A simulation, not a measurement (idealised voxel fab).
process module | voxel capacitor over wiring
cross-section cut | 200 nm wide | cells 5 nm
A cross-section is a grid of square cells, given in bands from the top down. A band is one or more rows of cells.
Each band's line starts with the height of the band's top and of its bottom, in nm. Then come its materials from left to right, each with its width in nm. One material with "throughout" fills the band from edge to edge. "air" is empty space.
Height 0 is the level under which the wafer as received is all one material. The lowest band goes on downwards, as in "0 down".
A width such as "30 to 40" changes by the same amount from each row of cells to the next, from the band's top row to its bottom row.
"no change" after a step means that no cell of the cross-section changed.
closed voids: empty space of 8 cells or more with no open way to the top, each as width x height at its distance from the left edge, in nm
after a step's settings: what the simulator itself notes on the step
overlay nm, on a step with a mask: how far to the right of its planned place the mask lay; to the left if negative
plan
1 op RECEIVE | material Si
2 op CONFORMAL_DEP | material SiO2 | thk nm 15
3 op DIRECTIONAL_DEP | material TiN | thk nm 5
4 op DIRECTIONAL_DEP | material Ru | thk nm 20
5 op MASKED_ETCH | tone cover | mask id METAL_1 | width nm 20 | pitch nm 90 | etch materials Ru | depth nm 20 | overlay nm 0
6 op MASKED_ETCH | tone cover | mask id METAL_1 | width nm 20 | pitch nm 90 | etch materials TiN | depth nm 5 | overlay nm 0
7 op FILL_DEP | material SiO2 | thk nm 10
8 op CMP | height nm 40
9 op CONFORMAL_DEP | material SiCN | thk nm 5
10 op DIRECTIONAL_DEP | material lowk | thk nm 15
11 op MASKED_ETCH | tone open | mask id PLUG_1 | width nm 15 | etch materials lowk | depth nm 15 | overlay nm 0
12 op MASKED_ETCH | tone open | mask id PLUG_1 | width nm 15 | etch materials SiCN | depth nm 5 | overlay nm 0
13 op EPI | material Ru | thk nm 10
14 op EPI | material Ru | thk nm 10
15 op DIRECTIONAL_DEP | material TiN | thk nm 10
16 op DIRECTIONAL_DEP | material SiN | thk nm 5
17 op DIRECTIONAL_DEP | material TiN | thk nm 10
18 op DIRECTIONAL_DEP | material aC | thk nm 15
19 op PATTERN | tone cover | mask id UPPER_PLATE | material resist | width nm 75 | thk nm 30 | overlay nm 0
20 op DIRECTIONAL_ETCH | etch materials aC | depth nm 15
21 op STRIP | etch materials resist
22 op DIRECTIONAL_ETCH | etch materials TiN | depth nm 10
23 op DIRECTIONAL_ETCH | etch materials SiN | depth nm 5
24 op STRIP | etch materials aC
25 op MASKED_ETCH | tone cover | mask id LOWER_PLATE | width nm 85 | etch materials TiN | depth nm 10 | overlay nm 0
26 op FILL_DEP | material SiO2 | thk nm 20
27 op CMP | height nm 100
28 op PATTERN | tone open | mask id PLUG_2 | material resist | width nm 15 | thk nm 15 | overlay nm 0
29 op DIRECTIONAL_ETCH | etch materials SiO2 | depth nm 15
30 op STRIP | etch materials resist
31 op CONFORMAL_DEP | material TiN | thk nm 5
32 op FILL_DEP | material W | thk nm 10
33 op CMP | height nm 100
34 op CONFORMAL_DEP | material SiCN | thk nm 5
as received, after step 1
  0 down: Si throughout
  closed voids: none
a wafer at the end: this start, this plan, one mistake
  105 to 100: SiCN throughout
  100 to 90: SiO2 60 | TiN 5 | W 5 | TiN 5 | SiO2 125
  90 to 85: SiO2 60 | TiN 15 | SiO2 125
  85 to 75: SiO2 50 | TiN 75 | SiO2 75
  75 to 70: SiO2 50 | SiN 75 | SiO2 75
  70 to 60: SiO2 45 | TiN 85 | SiO2 70
  60 to 45: lowk 50 | Ru 15 | lowk 135
  45 to 40: SiCN 50 | Ru 15 | SiCN 135
  40 to 20: SiO2 40 | Ru 20 | SiO2 70 | Ru 20 | SiO2 50
  20 to 15: SiO2 40 | TiN 25 | SiO2 65 | TiN 25 | SiO2 45
  15 to 0: SiO2 throughout
  0 down: Si throughout
  closed voids: none
what went wrong: step 5 ran as: op MASKED_ETCH | tone cover | mask id METAL_1 | width nm 20 | pitch nm 90 | etch materials Ru | depth nm 20 | overlay nm -5
